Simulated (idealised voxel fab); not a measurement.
Module name: voxel self aligned contacts (process module)
The figure presents cross-section cut, which has a width of 210 nm and is divided into square cells with an edge length of 5 nm.
Cross-section layout: square cells on a grid; listed as bands, top to bottom; a band spans one or more cell rows.
This entry defines a band. It first specifies the height of the band's top and the height of its bottom in nm, and then specifies the band's materials from left to right, stating each material with its width in nm. The word "edge to edge" identifies a single material that fills the band from edge to edge, while the word "empty" identifies empty space.
Measure heights from 0. That's the level where, below it, the as-received wafer is all one material. The lowest band is bottomless and extends downward; write it as in "0 and below".
Width spec "30 to 40" -> top row of cells at first value, bottom row at second value, equal per-row change in between.
"remained the same" for a step: no cell of the cross-section changed in that step.
Enclosed internal cavities: empty space of 8 cells or more with no open way to the top, each as width x height at its distance from the left edge, in nm
Read whatever lies past the settings on a step's line as the simulator's own remark about the step.
overlay nm, on a step with a mask: how far to the right of its planned place the mask lay; to the left if negative

BELOW IS THE LIST OF PLANNED PROCESS STEPS
- 1: RECEIVE [material Si]
- 2: CONFORMAL_DEP [material SiO2] [thk nm 5]
- 3: DIRECTIONAL_DEP [material polySi] [thk nm 20]
- 4: DIRECTIONAL_DEP [material SiN] [thk nm 15]
- 5: DIRECTIONAL_DEP [material aC] [thk nm 10]
- 6: PATTERN [tone cover] [mask id GATE] [material resist] [width nm 35] [pitch nm 60] [thk nm 25] [overlay nm 0]
- 7: DIRECTIONAL_ETCH [etch materials aC] [depth nm 10]
- 8: STRIP [etch materials resist]
- 9: DIRECTIONAL_ETCH [etch materials SiN] [depth nm 15]
- 10: DIRECTIONAL_ETCH [etch materials polySi] [depth nm 20]
- 11: STRIP [etch materials aC]
- 12: CONFORMAL_DEP [material SiN] [thk nm 5]
- 13: DIRECTIONAL_ETCH [etch materials SiN] [depth nm 5]
- 14: FILL_DEP [material SiO2] [thk nm 10]
- 15: CMP [height nm 45]
- 16: PATTERN [tone open] [mask id CONTACT] [material resist] [width nm 35] [thk nm 15] [overlay nm 0]
- 17: DIRECTIONAL_ETCH [etch materials SiO2] [depth nm 45]
- 18: STRIP [etch materials resist]
- 19: CONFORMAL_DEP [material TiN] [thk nm 5]
- 20: FILL_DEP [material W] [thk nm 10]
- 21: CMP [height nm 45]
- 22: CONFORMAL_DEP [material SiCN] [thk nm 5]

WAFER, FIRST OF TWO, RUN AS PLANNED

CROSS-SECTION OF THE WAFER AS IT CAME TO US, I.E., ALREADY THROUGH STEP 1
* 0 and below: Si edge to edge
* Enclosed internal cavities: none

AFTER STEP 2, IN CROSS-SECTION
* 5 down to 0: SiO2 edge to edge
* below 0: unchanged

AFTER STEP 3, IN CROSS-SECTION
* 25 down to 5: polySi edge to edge
* below 5: unchanged

AFTER STEP 4, IN CROSS-SECTION
* 40 down to 25: SiN edge to edge
* below 25: unchanged

AFTER STEP 5, IN CROSS-SECTION
* 50 down to 40: aC edge to edge
* below 40: unchanged

AFTER STEP 6, IN CROSS-SECTION
* 75 down to 50: 55 empty, 35 resist, 25 empty, 35 resist, 60 empty
* below 50: unchanged

AFTER STEP 7, IN CROSS-SECTION
* 65 down to 50: 55 empty, 35 resist, 25 empty, 35 resist, 60 empty
* 50 down to 40: 55 empty, 35 aC, 25 empty, 35 aC, 60 empty
* below 40: unchanged

AFTER STEP 8, IN CROSS-SECTION
* 50 down to 40: 55 empty, 35 aC, 25 empty, 35 aC, 60 empty
* below 40: unchanged

AFTER STEP 9, IN CROSS-SECTION
* 50 down to 40: 55 empty, 35 aC, 25 empty, 35 aC, 60 empty
* 40 down to 25: 55 empty, 35 SiN, 25 empty, 35 SiN, 60 empty
* below 25: unchanged

AFTER STEP 10, IN CROSS-SECTION
* 50 down to 40: 55 empty, 35 aC, 25 empty, 35 aC, 60 empty
* 40 down to 25: 55 empty, 35 SiN, 25 empty, 35 SiN, 60 empty
* 25 down to 5: 55 empty, 35 polySi, 25 empty, 35 polySi, 60 empty
* below 5: unchanged

AFTER STEP 11, IN CROSS-SECTION
* 40 down to 25: 55 empty, 35 SiN, 25 empty, 35 SiN, 60 empty
* below 25: unchanged

AFTER STEP 12, IN CROSS-SECTION
* 45 down to 25: 50 empty, 45 SiN, 15 empty, 45 SiN, 55 empty
* 25 down to 10: 50 empty, 5 SiN, 35 polySi, 5 SiN, 15 empty, 5 SiN, 35 polySi, 5 SiN, 55 empty
* 10 down to 5: 55 SiN, 35 polySi, 25 SiN, 35 polySi, 60 SiN
* below 5: unchanged

AFTER STEP 13, IN CROSS-SECTION
* 40 down to 25: 50 empty, 45 SiN, 15 empty, 45 SiN, 55 empty
* 25 down to 5: 50 empty, 5 SiN, 35 polySi, 5 SiN, 15 empty, 5 SiN, 35 polySi, 5 SiN, 55 empty
* below 5: unchanged

AFTER STEP 14, IN CROSS-SECTION
* 50 down to 40: SiO2 edge to edge
* 40 down to 25: 50 SiO2, 45 SiN, 15 SiO2, 45 SiN, 55 SiO2
* 25 down to 5: 50 SiO2, 5 SiN, 35 polySi, 5 SiN, 15 SiO2, 5 SiN, 35 polySi, 5 SiN, 55 SiO2
* below 5: unchanged

AFTER STEP 15, IN CROSS-SECTION
* 45 down to 40: SiO2 edge to edge
* below 40: unchanged

AFTER STEP 16, IN CROSS-SECTION
* 60 down to 45: 85 resist, 35 empty, 90 resist
* below 45: unchanged

AFTER STEP 17, IN CROSS-SECTION
* 60 down to 45: 85 resist, 35 empty, 90 resist
* 45 down to 40: 85 SiO2, 35 empty, 90 SiO2
* 40 down to 25: 50 SiO2, 45 SiN, 15 empty, 45 SiN, 55 SiO2
* 25 down to 5: 50 SiO2, 5 SiN, 35 polySi, 5 SiN, 15 empty, 5 SiN, 35 polySi, 5 SiN, 55 SiO2
* 5 down to 0: 95 SiO2, 15 empty, 100 SiO2
* below 0: unchanged

AFTER STEP 18, IN CROSS-SECTION
* 45 down to 40: 85 SiO2, 35 empty, 90 SiO2
* below 40: unchanged

AFTER STEP 19, IN CROSS-SECTION
* 50 down to 45: 90 TiN, 25 empty, 95 TiN
* 45 down to 40: 85 SiO2, 15 TiN, 5 empty, 15 TiN, 90 SiO2
* 40 down to 25: 50 SiO2, 45 SiN, 5 TiN, 5 empty, 5 TiN, 45 SiN, 55 SiO2
* 25 down to 5: 50 SiO2, 5 SiN, 35 polySi, 5 SiN, 5 TiN, 5 empty, 5 TiN, 5 SiN, 35 polySi, 5 SiN, 55 SiO2
* 5 down to 0: 95 SiO2, 15 TiN, 100 SiO2
* below 0: unchanged

AFTER STEP 20, IN CROSS-SECTION
* 60 down to 50: W edge to edge
* 50 down to 45: 90 TiN, 25 W, 95 TiN
* 45 down to 40: 85 SiO2, 15 TiN, 5 W, 15 TiN, 90 SiO2
* 40 down to 25: 50 SiO2, 45 SiN, 5 TiN, 5 W, 5 TiN, 45 SiN, 55 SiO2
* 25 down to 5: 50 SiO2, 5 SiN, 35 polySi, 5 SiN, 5 TiN, 5 W, 5 TiN, 5 SiN, 35 polySi, 5 SiN, 55 SiO2
* below 5: unchanged

AFTER STEP 21, IN CROSS-SECTION
* 45 down to 40: 85 SiO2, 15 TiN, 5 W, 15 TiN, 90 SiO2
* below 40: unchanged

AFTER STEP 22, IN CROSS-SECTION
* 50 down to 45: SiCN edge to edge
* below 45: unchanged

FOR THE SECOND WAFER, TAKE THE FIRST WAFER'S START AND PLAN, THEN ADD ONE MISTAKE MADE IN RUNNING IT; EVERYTHING THROUGH STEP 3, THAT STEP INCLUDED, IS SHARED WITH THE FIRST

SECOND WAFER, SECTIONED VIEW, AT STEP 4'S PLANNED END TIME
* 55 down to 25: SiN edge to edge
* below 25: unchanged

SECOND WAFER, SECTIONED VIEW, AT STEP 5'S PLANNED END TIME
* 65 down to 55: aC edge to edge
* below 55: unchanged

SECOND WAFER, SECTIONED VIEW, AT STEP 6'S PLANNED END TIME
* 90 down to 65: 55 empty, 35 resist, 25 empty, 35 resist, 60 empty
* below 65: unchanged

SECOND WAFER, SECTIONED VIEW, AT STEP 7'S PLANNED END TIME
* 80 down to 65: 55 empty, 35 resist, 25 empty, 35 resist, 60 empty
* 65 down to 55: 55 empty, 35 aC, 25 empty, 35 aC, 60 empty
* below 55: unchanged

SECOND WAFER, SECTIONED VIEW, AT STEP 8'S PLANNED END TIME
* 65 down to 55: 55 empty, 35 aC, 25 empty, 35 aC, 60 empty
* below 55: unchanged

SECOND WAFER, SECTIONED VIEW, AT STEP 9'S PLANNED END TIME
* 65 down to 55: 55 empty, 35 aC, 25 empty, 35 aC, 60 empty
* 55 down to 40: 55 empty, 35 SiN, 25 empty, 35 SiN, 60 empty
* below 40: unchanged

Second wafer, sectioned view, at step 10's planned end time: remained the same

SECOND WAFER, SECTIONED VIEW, AT STEP 11'S PLANNED END TIME
* 55 down to 40: 55 empty, 35 SiN, 25 empty, 35 SiN, 60 empty
* below 40: unchanged

SECOND WAFER, SECTIONED VIEW, AT STEP 12'S PLANNED END TIME
* 60 down to 45: 50 empty, 45 SiN, 15 empty, 45 SiN, 55 empty
* 45 down to 25: SiN edge to edge
* below 25: unchanged

SECOND WAFER, SECTIONED VIEW, AT STEP 13'S PLANNED END TIME
* 55 down to 40: 50 empty, 45 SiN, 15 empty, 45 SiN, 55 empty
* below 40: unchanged

SECOND WAFER, SECTIONED VIEW, AT STEP 14'S PLANNED END TIME
* 65 down to 55: SiO2 edge to edge
* 55 down to 40: 50 SiO2, 45 SiN, 15 SiO2, 45 SiN, 55 SiO2
* below 40: unchanged

SECOND WAFER, SECTIONED VIEW, AT STEP 15'S PLANNED END TIME
* 45 down to 40: 50 SiO2, 45 SiN, 15 SiO2, 45 SiN, 55 SiO2
* below 40: unchanged

SECOND WAFER, SECTIONED VIEW, AT STEP 16'S PLANNED END TIME
* 60 down to 45: 85 resist, 35 empty, 90 resist
* below 45: unchanged

SECOND WAFER, SECTIONED VIEW, AT STEP 17'S PLANNED END TIME
* 60 down to 45: 85 resist, 35 empty, 90 resist
* 45 down to 40: 50 SiO2, 45 SiN, 15 empty, 45 SiN, 55 SiO2
* below 40: unchanged

SECOND WAFER, SECTIONED VIEW, AT STEP 18'S PLANNED END TIME
* 45 down to 40: 50 SiO2, 45 SiN, 15 empty, 45 SiN, 55 SiO2
* below 40: unchanged

SECOND WAFER, SECTIONED VIEW, AT STEP 19'S PLANNED END TIME
* 50 down to 45: 100 TiN, 5 empty, 105 TiN
* 45 down to 40: 50 SiO2, 45 SiN, 15 TiN, 45 SiN, 55 SiO2
* below 40: unchanged

SECOND WAFER, SECTIONED VIEW, AT STEP 20'S PLANNED END TIME
* 60 down to 50: W edge to edge
* 50 down to 45: 100 TiN, 5 W, 105 TiN
* below 45: unchanged

SECOND WAFER, SECTIONED VIEW, AT STEP 21'S PLANNED END TIME
* 45 down to 40: 50 SiO2, 45 SiN, 15 TiN, 45 SiN, 55 SiO2
* below 40: unchanged

SECOND WAFER, SECTIONED VIEW, AT STEP 22'S PLANNED END TIME
* 50 down to 45: SiCN edge to edge
* below 45: unchanged
In executing the process, a mistake was made relative to the plan: the plan had its step 4 run twice
Per the end-of-run cell counts, the second wafer holds more or fewer of some materials than the first: 74 more of SiN, 158 fewer of SiO2, 20 fewer of TiN, 8 fewer of W, 112 more of polySi
